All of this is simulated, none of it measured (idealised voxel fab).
Title: Process Module voxel capacitor over wiring
For reference, the cross-section in this document is cut, with width 200 nm and square cells of 5 nm.
Cross-section, as written here: a square-cell grid given band by band from the top down, where a band holds one or more rows of cells. For a band, the entry starts with two heights in nm, that of the top and then that of the bottom, and carries on with the band's materials in order from left to right, each alongside its width in nm; the word "throughout" beside a single material means it fills the band edge to edge, and "empty" means empty space. Heights are expressed relative to 0, this being the level below which the as-received wafer comprises one material exclusively. The lowest band is unbounded in the downward direction and is denoted as in "0..down". Think of "30..40" as a width that walks from the first number to the second as you go down the band, top row to bottom row, taking equal-sized steps from row to row. "no alteration" for a step: no cell of the cross-section changed in that step. The entry titled "Sealed internal voids" provides the empty spaces that have no open way to the top, restricted to those of 8 cells or more. Each is presented as width x height at distance, the distance being measured from the left edge, with all three in nm. after a step's settings: what the simulator itself notes on the step. "overlay nm", when on a step's line for a step with a mask, measures how far to the right of its planned place the mask lay; a negative measure means to the left.

plan:
1: RECEIVE with material Si
2: CONFORMAL_DEP with material SiO2, thk nm 15
3: DIRECTIONAL_DEP with material TiN, thk nm 5
4: DIRECTIONAL_DEP with material Ru, thk nm 15
5: PATTERN with tone cover, mask id METAL_1, material resist, width nm 25, pitch nm 85, thk nm 15, overlay nm 0
6: DIRECTIONAL_ETCH with etch materials Ru, depth nm 15
7: DIRECTIONAL_ETCH with etch materials TiN, depth nm 5
8: STRIP with etch materials resist
9: FILL_DEP with material lowk, thk nm 5
10: CMP with height nm 35
11: CONFORMAL_DEP with material SiCN, thk nm 5
12: DIRECTIONAL_DEP with material SiO2, thk nm 10
13: MASKED_ETCH with tone open, mask id PLUG_1, width nm 15, etch materials SiO2, depth nm 10, overlay nm 0
14: MASKED_ETCH with tone open, mask id PLUG_1, width nm 15, etch materials SiCN, depth nm 5, overlay nm 0
15: CONFORMAL_DEP with material TiN, thk nm 5
16: FILL_DEP with material W, thk nm 5
17: CMP with height nm 50
18: DIRECTIONAL_DEP with material TiN, thk nm 10
19: DIRECTIONAL_DEP with material HfO2, thk nm 5
20: DIRECTIONAL_DEP with material TiN, thk nm 5
21: DIRECTIONAL_DEP with material aC, thk nm 10
22: PATTERN with tone cover, mask id UPPER_PLATE, material resist, width nm 65, thk nm 30, overlay nm 0
23: DIRECTIONAL_ETCH with etch materials aC, depth nm 10
24: STRIP with etch materials resist
25: DIRECTIONAL_ETCH with etch materials TiN, depth nm 5
26: DIRECTIONAL_ETCH with etch materials HfO2, depth nm 5
27: STRIP with etch materials aC
28: MASKED_ETCH with tone cover, mask id LOWER_PLATE, width nm 75, etch materials TiN, depth nm 10, overlay nm 0
29: FILL_DEP with material SiO2, thk nm 20
30: CMP with height nm 85
31: MASKED_ETCH with tone open, mask id PLUG_2, width nm 15, etch materials SiO2, depth nm 15, overlay nm 0
32: CONFORMAL_DEP with material TiN, thk nm 5
33: FILL_DEP with material Cu, thk nm 5
34: CMP with height nm 85
35: CONFORMAL_DEP with material SiN, thk nm 5

Received-state cross-section, reflecting completion of step 1:
0..down: Si throughout
Sealed internal voids: none

First wafer of two, sectioned at end of module; run went per plan:
90..85: SiN throughout
85..75: 65 nm SiO2; 5 nm TiN; 5 nm Cu; 5 nm TiN; 120 nm SiO2
75..65: 65..55 nm SiO2; 15..65 nm TiN; 120..80 nm SiO2
65..60: 55 nm SiO2; 65 nm HfO2; 80 nm SiO2
60..50: 50 nm SiO2; 75 nm TiN; 75 nm SiO2
50..40: 55 nm SiO2; 5 nm TiN; 5 nm W; 5 nm TiN; 130 nm SiO2
40..35: 55 nm SiCN; 15 nm TiN; 130 nm SiCN
35..20: 45 nm lowk; 25 nm Ru; 60 nm lowk; 25 nm Ru; 45 nm lowk
20..15: 45 nm lowk; 25 nm TiN; 60 nm lowk; 25 nm TiN; 45 nm lowk
15..0: SiO2 throughout
0..down: Si throughout
Sealed internal voids: none

Same start, same plan as the first wafer - but one mistake in the run. Cross-section of the second of the two at the end of the module:
90..85: SiN throughout
85..75: 65 nm SiO2; 5 nm TiN; 5 nm Cu; 5 nm TiN; 120 nm SiO2
75..65: 65..60 nm SiO2; 15..60 nm TiN; 120..80 nm SiO2
65..60: 55 nm SiO2; 65 nm HfO2; 80 nm SiO2
60..50: 55 nm SiO2; 80 nm TiN; 65 nm SiO2
50..40: 55 nm SiO2; 5 nm TiN; 5 nm W; 5 nm TiN; 130 nm SiO2
40..35: 55 nm SiCN; 15 nm TiN; 130 nm SiCN
35..20: 45 nm lowk; 25 nm Ru; 60 nm lowk; 25 nm Ru; 45 nm lowk
20..15: 45 nm lowk; 25 nm TiN; 60 nm lowk; 25 nm TiN; 45 nm lowk
15..0: SiO2 throughout
0..down: Si throughout
Sealed internal voids: none
what went wrong: step 28 off recipe, ran as MASKED_ETCH with tone cover, mask id LOWER_PLATE, width nm 75, etch materials TiN, depth nm 10, overlay nm 10
Looking at both finished wafers in cells, the second ends up ahead of or behind the first on some materials: SiO2 -1 | TiN +1
